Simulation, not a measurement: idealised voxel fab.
Process module heading - voxel wiring stack
FYI the section here is cut, 300 nm wide, cells are 5 nm squares.
Throughout this document, each cross-section is represented as a grid of square cells and is presented as a sequence of bands enumerated from the top downward, where a band comprises one or more rows of cells.
Band entry format. Leading values: height of top, height of bottom, nm. Remainder: materials in left-to-right order, each with its width in nm. Special words: "all across" on a single material, which then fills the band edge to edge; "air", empty space.
Note: height 0 marks the level under which the wafer is uniformly one material as received. Lowest band unbounded below, written "0..down".
Per-row width for "30->40": begins at first number (top row of band), ends at second number (bottom row), increment between rows held constant.
Given "changes: none" for a step, no cell of the cross-section differs between before and after that step.
"Enclosed void inventory": empty spaces of 8 cells or more with no open way to the top, each given as width x height at distance, distance from the left edge, all in nm.
Heads up: the bit after the settings on a step's line is the simulator's remark on that step.
If you see "overlay nm" on a step's line and that step has a mask, it's telling you how far right of where it was planned the mask ended up; a negative number means it went left instead.

This section lists the process steps that were planned
1 op RECEIVE | material Si
2 op CONFORMAL_DEP | material SiO2 | thk nm 10
3 op DIRECTIONAL_DEP | material TiN | thk nm 5
4 op DIRECTIONAL_DEP | material W | thk nm 15
5 op PATTERN | tone cover | mask id METAL_1 | material resist | width nm 30 | pitch nm 50 | thk nm 20 | overlay nm 0
6 op DIRECTIONAL_ETCH | etch materials W | depth nm 15
7 op DIRECTIONAL_ETCH | etch materials TiN | depth nm 5
8 op STRIP | etch materials resist
9 op FILL_DEP | material lowk | thk nm 10
10 op CMP | height nm 30
11 op CONFORMAL_DEP | material SiCN | thk nm 5
12 op DIRECTIONAL_DEP | material lowk | thk nm 10
13 op PATTERN | tone open | mask id PLUG_1 | material resist | width nm 15 | pitch nm 50 | thk nm 20 | overlay nm 0
14 op DIRECTIONAL_ETCH | etch materials lowk | depth nm 10
15 op DIRECTIONAL_ETCH | etch materials SiCN | depth nm 5
16 op STRIP | etch materials resist
17 op EPI | material Ru | thk nm 10
18 op EPI | material Ru | thk nm 5
19 op CONFORMAL_DEP | material SiCN | thk nm 5
20 op DIRECTIONAL_DEP | material SiO2 | thk nm 15
21 op DIRECTIONAL_DEP | material aC | thk nm 10
22 op PATTERN | tone open | mask id METAL_2 | material resist | width nm 30 | pitch nm 50 | thk nm 30 | overlay nm 0
23 op DIRECTIONAL_ETCH | etch materials aC | depth nm 10
24 op STRIP | etch materials resist
25 op DIRECTIONAL_ETCH | etch materials SiO2 | depth nm 15
26 op DIRECTIONAL_ETCH | etch materials SiCN | depth nm 5
27 op STRIP | etch materials aC
28 op CONFORMAL_DEP | material TiN | thk nm 5
29 op FILL_DEP | material Ru | thk nm 10
30 op CMP | height nm 65
31 op EPI | material Ru | thk nm 5
32 op FILL_DEP | material SiCN | thk nm 5

First of the two wafers, run per plan

Cross-section of the wafer upon arrival, representing the state reached after step 1
0..down: Si all across
Enclosed void inventory: none

Once step 2 is through, the wafer looks like this in cross-section
10..0: SiO2 all across
below 0: unchanged

Once step 3 is through, the wafer looks like this in cross-section
15..10: TiN all across
below 10: unchanged

Once step 4 is through, the wafer looks like this in cross-section
30..15: W all across
below 15: unchanged

Once step 5 is through, the wafer looks like this in cross-section
50..30: air=85 / resist=30 / air=20 / resist=30 / air=20 / resist=30 / air=85
below 30: unchanged

Once step 6 is through, the wafer looks like this in cross-section
50..30: air=85 / resist=30 / air=20 / resist=30 / air=20 / resist=30 / air=85
30..15: air=85 / W=30 / air=20 / W=30 / air=20 / W=30 / air=85
below 15: unchanged

Once step 7 is through, the wafer looks like this in cross-section
50..30: air=85 / resist=30 / air=20 / resist=30 / air=20 / resist=30 / air=85
30..15: air=85 / W=30 / air=20 / W=30 / air=20 / W=30 / air=85
15..10: air=85 / TiN=30 / air=20 / TiN=30 / air=20 / TiN=30 / air=85
below 10: unchanged

Once step 8 is through, the wafer looks like this in cross-section
30..15: air=85 / W=30 / air=20 / W=30 / air=20 / W=30 / air=85
below 15: unchanged

Once step 9 is through, the wafer looks like this in cross-section
40..30: lowk all across
30..15: lowk=85 / W=30 / lowk=20 / W=30 / lowk=20 / W=30 / lowk=85
15..10: lowk=85 / TiN=30 / lowk=20 / TiN=30 / lowk=20 / TiN=30 / lowk=85
below 10: unchanged

Once step 10 is through, the wafer looks like this in cross-section
30..15: lowk=85 / W=30 / lowk=20 / W=30 / lowk=20 / W=30 / lowk=85
below 15: unchanged

Once step 11 is through, the wafer looks like this in cross-section
35..30: SiCN all across
below 30: unchanged

Once step 12 is through, the wafer looks like this in cross-section
45..35: lowk all across
below 35: unchanged

Once step 13 is through, the wafer looks like this in cross-section
65..45: resist=85 / air=15 / resist=35 / air=15 / resist=35 / air=15 / resist=100
below 45: unchanged

Once step 14 is through, the wafer looks like this in cross-section
65..45: resist=85 / air=15 / resist=35 / air=15 / resist=35 / air=15 / resist=100
45..35: lowk=85 / air=15 / lowk=35 / air=15 / lowk=35 / air=15 / lowk=100
below 35: unchanged

Once step 15 is through, the wafer looks like this in cross-section
65..45: resist=85 / air=15 / resist=35 / air=15 / resist=35 / air=15 / resist=100
45..35: lowk=85 / air=15 / lowk=35 / air=15 / lowk=35 / air=15 / lowk=100
35..30: SiCN=85 / air=15 / SiCN=35 / air=15 / SiCN=35 / air=15 / SiCN=100
below 30: unchanged

Once step 16 is through, the wafer looks like this in cross-section
45..35: lowk=85 / air=15 / lowk=35 / air=15 / lowk=35 / air=15 / lowk=100
below 35: unchanged

Once step 17 is through, the wafer looks like this in cross-section
45..40: lowk=85 / air=15 / lowk=35 / air=15 / lowk=35 / air=15 / lowk=100
40..35: lowk=85 / Ru=15 / lowk=35 / Ru=15 / lowk=35 / Ru=15 / lowk=100
35..30: SiCN=85 / Ru=15 / SiCN=35 / Ru=15 / SiCN=35 / Ru=15 / SiCN=100
below 30: unchanged

Once step 18 is through, the wafer looks like this in cross-section
45..35: lowk=85 / Ru=15 / lowk=35 / Ru=15 / lowk=35 / Ru=15 / lowk=100
below 35: unchanged

Once step 19 is through, the wafer looks like this in cross-section
50..45: SiCN all across
below 45: unchanged

Once step 20 is through, the wafer looks like this in cross-section
65..50: SiO2 all across
below 50: unchanged

Once step 21 is through, the wafer looks like this in cross-section
75..65: aC all across
below 65: unchanged

Once step 22 is through, the wafer looks like this in cross-section
105..75: resist=85 / air=30 / resist=20 / air=30 / resist=20 / air=30 / resist=85
below 75: unchanged

Once step 23 is through, the wafer looks like this in cross-section
95..75: resist=85 / air=30 / resist=20 / air=30 / resist=20 / air=30 / resist=85
75..65: aC=85 / air=30 / aC=20 / air=30 / aC=20 / air=30 / aC=85
below 65: unchanged

Once step 24 is through, the wafer looks like this in cross-section
75..65: aC=85 / air=30 / aC=20 / air=30 / aC=20 / air=30 / aC=85
below 65: unchanged

Once step 25 is through, the wafer looks like this in cross-section
75..65: aC=85 / air=30 / aC=20 / air=30 / aC=20 / air=30 / aC=85
65..50: SiO2=85 / air=30 / SiO2=20 / air=30 / SiO2=20 / air=30 / SiO2=85
below 50: unchanged

Once step 26 is through, the wafer looks like this in cross-section
75..65: aC=85 / air=30 / aC=20 / air=30 / aC=20 / air=30 / aC=85
65..50: SiO2=85 / air=30 / SiO2=20 / air=30 / SiO2=20 / air=30 / SiO2=85
50..45: SiCN=85 / air=30 / SiCN=20 / air=30 / SiCN=20 / air=30 / SiCN=85
below 45: unchanged

Once step 27 is through, the wafer looks like this in cross-section
65..50: SiO2=85 / air=30 / SiO2=20 / air=30 / SiO2=20 / air=30 / SiO2=85
below 50: unchanged

Once step 28 is through, the wafer looks like this in cross-section
70..65: TiN=90 / air=20 / TiN=30 / air=20 / TiN=30 / air=20 / TiN=90
65..50: SiO2=85 / TiN=5 / air=20 / TiN=5 / SiO2=20 / TiN=5 / air=20 / TiN=5 / SiO2=20 / TiN=5 / air=20 / TiN=5 / SiO2=85
50..45: SiCN=85 / TiN=30 / SiCN=20 / TiN=30 / SiCN=20 / TiN=30 / SiCN=85
below 45: unchanged

Once step 29 is through, the wafer looks like this in cross-section
80..70: Ru all across
70..65: TiN=90 / Ru=20 / TiN=30 / Ru=20 / TiN=30 / Ru=20 / TiN=90
65..50: SiO2=85 / TiN=5 / Ru=20 / TiN=5 / SiO2=20 / TiN=5 / Ru=20 / TiN=5 / SiO2=20 / TiN=5 / Ru=20 / TiN=5 / SiO2=85
below 50: unchanged

Once step 30 is through, the wafer looks like this in cross-section
65..50: SiO2=85 / TiN=5 / Ru=20 / TiN=5 / SiO2=20 / TiN=5 / Ru=20 / TiN=5 / SiO2=20 / TiN=5 / Ru=20 / TiN=5 / SiO2=85
below 50: unchanged

Once step 31 is through, the wafer looks like this in cross-section
70..65: air=80 / Ru=40 / air=10 / Ru=40 / air=10 / Ru=40 / air=80
below 65: unchanged

Once step 32 is through, the wafer looks like this in cross-section
75..70: SiCN all across
70..65: SiCN=80 / Ru=40 / SiCN=10 / Ru=40 / SiCN=10 / Ru=40 / SiCN=80
below 65: unchanged

The second wafer began exactly as the first did and followed the same plan, but one mistake was made while running it; through step 4 inclusive, the two wafers are identical

Cross-section of the second wafer at the time by which step 5 should have been completed according to the plan
50..30: resist=85 / air=30 / resist=20 / air=30 / resist=20 / air=30 / resist=85
below 30: unchanged

Cross-section of the second wafer at the time by which step 6 should have been completed according to the plan
50..30: resist=85 / air=30 / resist=20 / air=30 / resist=20 / air=30 / resist=85
30..15: W=85 / air=30 / W=20 / air=30 / W=20 / air=30 / W=85
below 15: unchanged

Cross-section of the second wafer at the time by which step 7 should have been completed according to the plan
50..30: resist=85 / air=30 / resist=20 / air=30 / resist=20 / air=30 / resist=85
30..15: W=85 / air=30 / W=20 / air=30 / W=20 / air=30 / W=85
15..10: TiN=85 / air=30 / TiN=20 / air=30 / TiN=20 / air=30 / TiN=85
below 10: unchanged

Cross-section of the second wafer at the time by which step 8 should have been completed according to the plan
30..15: W=85 / air=30 / W=20 / air=30 / W=20 / air=30 / W=85
below 15: unchanged

Cross-section of the second wafer at the time by which step 9 should have been completed according to the plan
40..30: lowk all across
30..15: W=85 / lowk=30 / W=20 / lowk=30 / W=20 / lowk=30 / W=85
15..10: TiN=85 / lowk=30 / TiN=20 / lowk=30 / TiN=20 / lowk=30 / TiN=85
below 10: unchanged

Cross-section of the second wafer at the time by which step 10 should have been completed according to the plan
30..15: W=85 / lowk=30 / W=20 / lowk=30 / W=20 / lowk=30 / W=85
below 15: unchanged

Cross-section of the second wafer at the time by which step 11 should have been completed according to the plan
35..30: SiCN all across
below 30: unchanged

Cross-section of the second wafer at the time by which step 12 should have been completed according to the plan
45..35: lowk all across
below 35: unchanged

Cross-section of the second wafer at the time by which step 13 should have been completed according to the plan
65..45: resist=85 / air=15 / resist=35 / air=15 / resist=35 / air=15 / resist=100
below 45: unchanged

Cross-section of the second wafer at the time by which step 14 should have been completed according to the plan
65..45: resist=85 / air=15 / resist=35 / air=15 / resist=35 / air=15 / resist=100
45..35: lowk=85 / air=15 / lowk=35 / air=15 / lowk=35 / air=15 / lowk=100
below 35: unchanged

Cross-section of the second wafer at the time by which step 15 should have been completed according to the plan
65..45: resist=85 / air=15 / resist=35 / air=15 / resist=35 / air=15 / resist=100
45..35: lowk=85 / air=15 / lowk=35 / air=15 / lowk=35 / air=15 / lowk=100
35..30: SiCN=85 / air=15 / SiCN=35 / air=15 / SiCN=35 / air=15 / SiCN=100
below 30: unchanged

Cross-section of the second wafer at the time by which step 16 should have been completed according to the plan
45..35: lowk=85 / air=15 / lowk=35 / air=15 / lowk=35 / air=15 / lowk=100
below 35: unchanged

Cross-section of the second wafer at the time by which step 17 should have been completed according to the plan: changes: none

Cross-section of the second wafer at the time by which step 18 should have been completed according to the plan: changes: none

Cross-section of the second wafer at the time by which step 19 should have been completed according to the plan
50..45: SiCN=90 / air=5 / SiCN=45 / air=5 / SiCN=45 / air=5 / SiCN=105
45..35: lowk=85 / SiCN=5 / air=5 / SiCN=5 / lowk=35 / SiCN=5 / air=5 / SiCN=5 / lowk=35 / SiCN=5 / air=5 / SiCN=5 / lowk=100
35..30: SiCN all across
below 30: unchanged

Cross-section of the second wafer at the time by which step 20 should have been completed according to the plan
65..50: SiO2=90 / air=5 / SiO2=45 / air=5 / SiO2=45 / air=5 / SiO2=105
50..45: SiCN=90 / SiO2=5 / SiCN=45 / SiO2=5 / SiCN=45 / SiO2=5 / SiCN=105
45..35: lowk=85 / SiCN=5 / SiO2=5 / SiCN=5 / lowk=35 / SiCN=5 / SiO2=5 / SiCN=5 / lowk=35 / SiCN=5 / SiO2=5 / SiCN=5 / lowk=100
below 35: unchanged

Cross-section of the second wafer at the time by which step 21 should have been completed according to the plan
75..65: aC=90 / air=5 / aC=45 / air=5 / aC=45 / air=5 / aC=105
65..60: SiO2=90 / air=5 / SiO2=45 / air=5 / SiO2=45 / air=5 / SiO2=105
60..50: SiO2=90 / aC=5 / SiO2=45 / aC=5 / SiO2=45 / aC=5 / SiO2=105
below 50: unchanged

Cross-section of the second wafer at the time by which step 22 should have been completed according to the plan
105..75: resist=85 / air=30 / resist=20 / air=30 / resist=20 / air=30 / resist=85
below 75: unchanged

Cross-section of the second wafer at the time by which step 23 should have been completed according to the plan
95..75: resist=85 / air=30 / resist=20 / air=30 / resist=20 / air=30 / resist=85
75..65: aC=85 / air=30 / aC=20 / air=30 / aC=20 / air=30 / aC=85
65..50: SiO2=90 / air=5 / SiO2=45 / air=5 / SiO2=45 / air=5 / SiO2=105
below 50: unchanged

Cross-section of the second wafer at the time by which step 24 should have been completed according to the plan
75..65: aC=85 / air=30 / aC=20 / air=30 / aC=20 / air=30 / aC=85
below 65: unchanged

Cross-section of the second wafer at the time by which step 25 should have been completed according to the plan
75..65: aC=85 / air=30 / aC=20 / air=30 / aC=20 / air=30 / aC=85
65..50: SiO2=85 / air=30 / SiO2=20 / air=30 / SiO2=20 / air=30 / SiO2=85
50..45: SiCN=90 / air=5 / SiCN=45 / air=5 / SiCN=45 / air=5 / SiCN=105
45..35: lowk=85 / SiCN=5 / air=5 / SiCN=5 / lowk=35 / SiCN=5 / air=5 / SiCN=5 / lowk=35 / SiCN=5 / air=5 / SiCN=5 / lowk=100
below 35: unchanged

Cross-section of the second wafer at the time by which step 26 should have been completed according to the plan
75..65: aC=85 / air=30 / aC=20 / air=30 / aC=20 / air=30 / aC=85
65..50: SiO2=85 / air=30 / SiO2=20 / air=30 / SiO2=20 / air=30 / SiO2=85
50..45: SiCN=85 / air=30 / SiCN=20 / air=30 / SiCN=20 / air=30 / SiCN=85
45..35: lowk=85 / SiCN=5 / air=5 / SiCN=5 / lowk=35 / SiCN=5 / air=5 / SiCN=5 / lowk=35 / SiCN=5 / air=5 / SiCN=5 / lowk=100
35..30: SiCN=90 / air=5 / SiCN=45 / air=5 / SiCN=45 / air=5 / SiCN=105
below 30: unchanged

Cross-section of the second wafer at the time by which step 27 should have been completed according to the plan
65..50: SiO2=85 / air=30 / SiO2=20 / air=30 / SiO2=20 / air=30 / SiO2=85
below 50: unchanged

Cross-section of the second wafer at the time by which step 28 should have been completed according to the plan
70..65: TiN=90 / air=20 / TiN=30 / air=20 / TiN=30 / air=20 / TiN=90
65..50: SiO2=85 / TiN=5 / air=20 / TiN=5 / SiO2=20 / TiN=5 / air=20 / TiN=5 / SiO2=20 / TiN=5 / air=20 / TiN=5 / SiO2=85
50..45: SiCN=85 / TiN=30 / SiCN=20 / TiN=30 / SiCN=20 / TiN=30 / SiCN=85
45..35: lowk=85 / SiCN=5 / TiN=5 / SiCN=5 / lowk=35 / SiCN=5 / TiN=5 / SiCN=5 / lowk=35 / SiCN=5 / TiN=5 / SiCN=5 / lowk=100
35..30: SiCN=90 / TiN=5 / SiCN=45 / TiN=5 / SiCN=45 / TiN=5 / SiCN=105
below 30: unchanged

Cross-section of the second wafer at the time by which step 29 should have been completed according to the plan
80..70: Ru all across
70..65: TiN=90 / Ru=20 / TiN=30 / Ru=20 / TiN=30 / Ru=20 / TiN=90
65..50: SiO2=85 / TiN=5 / Ru=20 / TiN=5 / SiO2=20 / TiN=5 / Ru=20 / TiN=5 / SiO2=20 / TiN=5 / Ru=20 / TiN=5 / SiO2=85
below 50: unchanged

Cross-section of the second wafer at the time by which step 30 should have been completed according to the plan
65..50: SiO2=85 / TiN=5 / Ru=20 / TiN=5 / SiO2=20 / TiN=5 / Ru=20 / TiN=5 / SiO2=20 / TiN=5 / Ru=20 / TiN=5 / SiO2=85
below 50: unchanged

Cross-section of the second wafer at the time by which step 31 should have been completed according to the plan
70..65: air=80 / Ru=40 / air=10 / Ru=40 / air=10 / Ru=40 / air=80
below 65: unchanged

Cross-section of the second wafer at the time by which step 32 should have been completed according to the plan
75..70: SiCN all across
70..65: SiCN=80 / Ru=40 / SiCN=10 / Ru=40 / SiCN=10 / Ru=40 / SiCN=80
below 65: unchanged
Misprocessing identified: the process deviated at step 5: the operation and settings actually run there were op PATTERN | tone open | mask id METAL_1 | material resist | width nm 30 | pitch nm 50 | thk nm 20 | overlay nm 0
Looking at both finished wafers in cells, the second ends up ahead of or behind the first on some materials: 27 fewer of Ru, 18 more of SiCN, 33 more of TiN, 72 more of W, 96 fewer of lowk
